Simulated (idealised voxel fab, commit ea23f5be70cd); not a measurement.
Presented below is a process module, voxel wiring stack.
The width of the displayed cross-section, cut, is 210 nm; its cells are square, with a size of 5 nm.
Square cells in a grid make up a cross-section in this document, and the grid is given as bands, listed from the top down, each one or more rows of cells. For a band, the entry starts with two heights in nm, that of the top and then that of the bottom, and carries on with the band's materials in order from left to right, each alongside its width in nm; the word "edge to edge" beside a single material means it fills the band edge to edge, and "air" means empty space. Below 0: as-received wafer, all one material; heights counted from there. Lowest band: no bottom, goes on down, written "0 down". The notation "30 to 40" denotes a width that varies across the rows of cells in the band, beginning at the first number in the top row, finishing at the second number in the bottom row, and changing by an identical amount from each row to the next. For the purposes of this document, the phrase "same as before" attached to a step denotes that no cell within the cross-section was modified by that step. If an empty space has no open way to the top and is at least 8 cells in size, "Unvented cavities" lists it, written width x height at distance, where distance is measured from the left edge and every value is in nm. On each step's line, the part that comes after the settings is the simulator's own comment on the step. On any step carrying a mask, the "overlay nm" setting, if present on the step's line, tells how far right of its planned place the mask lay; negative values point to the left.
## Process steps (planned)
1: RECEIVE | material Si
2: CONFORMAL_DEP | material SiO2 | thk nm 15
3: DIRECTIONAL_DEP | material TiN | thk nm 5
4: DIRECTIONAL_DEP | material W | thk nm 25
5: DIRECTIONAL_DEP | material aC | thk nm 10
6: PATTERN | tone cover | mask id METAL_1 | material resist | width nm 30 | pitch nm 50 | thk nm 30 | overlay nm 0
7: DIRECTIONAL_ETCH | etch materials aC | depth nm 10
8: STRIP | etch materials resist
9: DIRECTIONAL_ETCH | etch materials W | depth nm 15
10: DIRECTIONAL_ETCH | etch materials TiN | depth nm 5
11: STRIP | etch materials aC
12: CONFORMAL_DEP | material SiCN | thk nm 5
13: FILL_DEP | material lowk | thk nm 10
14: CMP | height nm 45
15: CONFORMAL_DEP | material SiCN | thk nm 5
16: DIRECTIONAL_DEP | material lowk | thk nm 20
17: DIRECTIONAL_DEP | material aC | thk nm 10
18: PATTERN | tone open | mask id PLUG_1 | material resist | width nm 15 | pitch nm 100 | thk nm 25 | overlay nm 0
19: DIRECTIONAL_ETCH | etch materials aC | depth nm 10
20: STRIP | etch materials resist
21: DIRECTIONAL_ETCH | etch materials lowk | depth nm 20
22: DIRECTIONAL_ETCH | etch materials SiCN | depth nm 5
23: STRIP | etch materials aC
24: EPI | material Ru | thk nm 10
25: EPI | material Ru | thk nm 10
26: EPI | material Ru | thk nm 5
27: CONFORMAL_DEP | material SiCN | thk nm 5
28: DIRECTIONAL_DEP | material SiO2 | thk nm 25
29: PATTERN | tone open | mask id METAL_2 | material resist | width nm 30 | pitch nm 50 | thk nm 20 | overlay nm 0
30: DIRECTIONAL_ETCH | etch materials SiO2 | depth nm 25
31: DIRECTIONAL_ETCH | etch materials SiCN | depth nm 5
32: STRIP | etch materials resist
33: CONFORMAL_DEP | material TiN | thk nm 5
34: FILL_DEP | material Ru | thk nm 10
35: CMP | height nm 100
36: CONFORMAL_DEP | material SiCN | thk nm 5
37: DIRECTIONAL_DEP | material SiO2 | thk nm 30
38: PATTERN | tone open | mask id METAL_3 | material resist | width nm 30 | pitch nm 50 | thk nm 20 | overlay nm 0
39: DIRECTIONAL_ETCH | etch materials SiO2 | depth nm 20
40: STRIP | etch materials resist
41: MASKED_ETCH | tone open | mask id METAL_3_HOLES | width nm 15 | pitch nm 50 | etch materials SiO2 | depth nm 10 | overlay nm 0
42: MASKED_ETCH | tone open | mask id METAL_3_HOLES | width nm 15 | pitch nm 50 | etch materials SiCN | depth nm 5 | overlay nm 0
43: CONFORMAL_DEP | material TiN | thk nm 5
44: FILL_DEP | material Cu | thk nm 5
45: CMP | height nm 135
46: CONFORMAL_DEP | material SiCN | thk nm 5
Variable across wafers: step 9 depth nm (plan value is that of the first wafer; starting state common to all).
## This is how the first of several wafers looked in cross-section when it arrived, which is after step 1
	0 down  Si edge to edge
	Unvented cavities: none
## Per wafer, end of module: cells gained (+) or lost (-) per material since receipt, then closed voids
depth nm 15; +45 Cu; +90 Ru; +171 SiCN; +408 SiO2; +144 TiN; +138 W; +180 lowk; Unvented cavities: none
depth nm 20; +45 Cu; +90 Ru; +177 SiCN; +408 SiO2; +144 TiN; +114 W; +198 lowk; Unvented cavities: none
depth nm 25; +45 Cu; +90 Ru; +189 SiCN; +408 SiO2; +120 TiN; +90 W; +234 lowk; Unvented cavities: none
depth nm 30; +45 Cu; +90 Ru; +189 SiCN; +408 SiO2; +120 TiN; +90 W; +234 lowk; Unvented cavities: none
depth nm 35; +45 Cu; +90 Ru; +189 SiCN; +408 SiO2; +120 TiN; +90 W; +234 lowk; Unvented cavities: none
depth nm 40; +45 Cu; +90 Ru; +189 SiCN; +408 SiO2; +120 TiN; +90 W; +234 lowk; Unvented cavities: none
